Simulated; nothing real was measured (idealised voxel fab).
This section sets out a process module, namely voxel capacitor over wiring.
Square cell edge 5 nm, section width 285 nm, ID cut.
Each cross-section below is a grid of square cells, stated as bands in top-down order, with one or more rows of cells making up each band. For a band, the entry starts with two heights in nm, that of the top and then that of the bottom, and carries on with the band's materials in order from left to right, each alongside its width in nm; the word "all across" beside a single material means it fills the band edge to edge, and "empty" means empty space. Heights are reckoned from 0. Under this level, the received wafer is all of one material. The bottommost band is open-ended downward, for example "from 0 down". Graded width ("30..40"): value in top row of band = first number; value in bottom row = second number; row-to-row change constant. A step reported as "everything unchanged" is a step in which no cell of the cross-section changed. Listed in "Enclosed void entries": every empty space of 8 or more cells without an open way to the top. Form: width x height at distance, the distance being from the left edge, all in nm. Formally, on a step line, whatever follows the settings is a remark that the simulator itself makes on the step. What "overlay nm" on a step's line means: if the step has a mask, that mask lay this far to the right of its planned place, or, when the value is negative, to the left.

[Here's what the planned process steps look like]
1. RECEIVE,material Si
2. CONFORMAL_DEP,material SiO2,thk nm 10
3. CONFORMAL_DEP,material SiN,thk nm 5
4. DIRECTIONAL_DEP,material SiO2,thk nm 20
5. MASKED_ETCH,tone open,mask id METAL_1,width nm 30,pitch nm 80,etch materials SiO2,depth nm 20,overlay nm 0
6. MASKED_ETCH,tone open,mask id METAL_1,width nm 30,pitch nm 80,etch materials SiN,depth nm 5,overlay nm 0
7. CONFORMAL_DEP,material TiN,thk nm 5
8. FILL_DEP,material W,thk nm 10
9. CMP,height nm 35
10. CONFORMAL_DEP,material SiCN,thk nm 5
11. DIRECTIONAL_DEP,material lowk,thk nm 20
12. PATTERN,tone open,mask id PLUG_1,material resist,width nm 15,thk nm 20,overlay nm 0
13. DIRECTIONAL_ETCH,etch materials lowk,depth nm 20
14. DIRECTIONAL_ETCH,etch materials SiCN,depth nm 5
15. STRIP,etch materials resist
16. CONFORMAL_DEP,material TiN,thk nm 5
17. FILL_DEP,material Cu,thk nm 10
18. CMP,height nm 60
19. DIRECTIONAL_DEP,material TiN,thk nm 5
20. DIRECTIONAL_DEP,material SiN,thk nm 5
21. DIRECTIONAL_DEP,material TiN,thk nm 10
22. MASKED_ETCH,tone cover,mask id UPPER_PLATE,width nm 55,etch materials TiN,depth nm 10,overlay nm 0
23. MASKED_ETCH,tone cover,mask id UPPER_PLATE,width nm 55,etch materials SiN,depth nm 5,overlay nm 0
24. DIRECTIONAL_DEP,material aC,thk nm 10
25. PATTERN,tone cover,mask id LOWER_PLATE,material resist,width nm 65,thk nm 30,overlay nm 0
26. DIRECTIONAL_ETCH,etch materials aC,depth nm 10
27. STRIP,etch materials resist
28. DIRECTIONAL_ETCH,etch materials TiN,depth nm 5
29. STRIP,etch materials aC
30. FILL_DEP,material SiO2,thk nm 15
31. CMP,height nm 90
32. MASKED_ETCH,tone open,mask id PLUG_2,width nm 15,etch materials SiO2,depth nm 10,overlay nm 0
33. CONFORMAL_DEP,material TiN,thk nm 5
34. FILL_DEP,material Ru,thk nm 5
35. CMP,height nm 90
36. CONFORMAL_DEP,material SiN,thk nm 5

[as received, after step 1]
	from 0 down | Si all across
	Enclosed void entries: none

[Below is the wafer in cross-section after the module was completed. It began from the starting point shown above and followed the plan shown above, except that one mistake was made while running it]
	from 95 to 90 | SiN all across
	from 90 to 85 | SiO2=110  TiN=5  Ru=5  TiN=5  SiO2=160
	from 85 to 80 | SiO2=110  TiN=15  SiO2=160
	from 80 to 70 | SiO2=100  TiN=55  SiO2=130
	from 70 to 65 | SiO2=100  SiN=55  SiO2=130
	from 65 to 60 | SiO2=95  TiN=65  SiO2=125
	from 60 to 40 | lowk=100  TiN=5  Cu=10  TiN=5  lowk=165
	from 40 to 35 | SiCN=100  TiN=20  SiCN=165
	from 35 to 15 | SiO2=85  TiN=5  W=20  TiN=5  SiO2=50  TiN=5  W=20  TiN=5  SiO2=90
	from 15 to 10 | SiN=85  TiN=30  SiN=50  TiN=30  SiN=90
	from 10 to 0 | SiO2 all across
	from 0 down | Si all across
	Enclosed void entries: none
It is concluded that the wafer was processed incorrectly with respect to the plan, in that note that step 12 departed from the planned setting and was carried out as PATTERN,tone open,mask id PLUG_1,material resist,width nm 20,thk nm 20,overlay nm 0
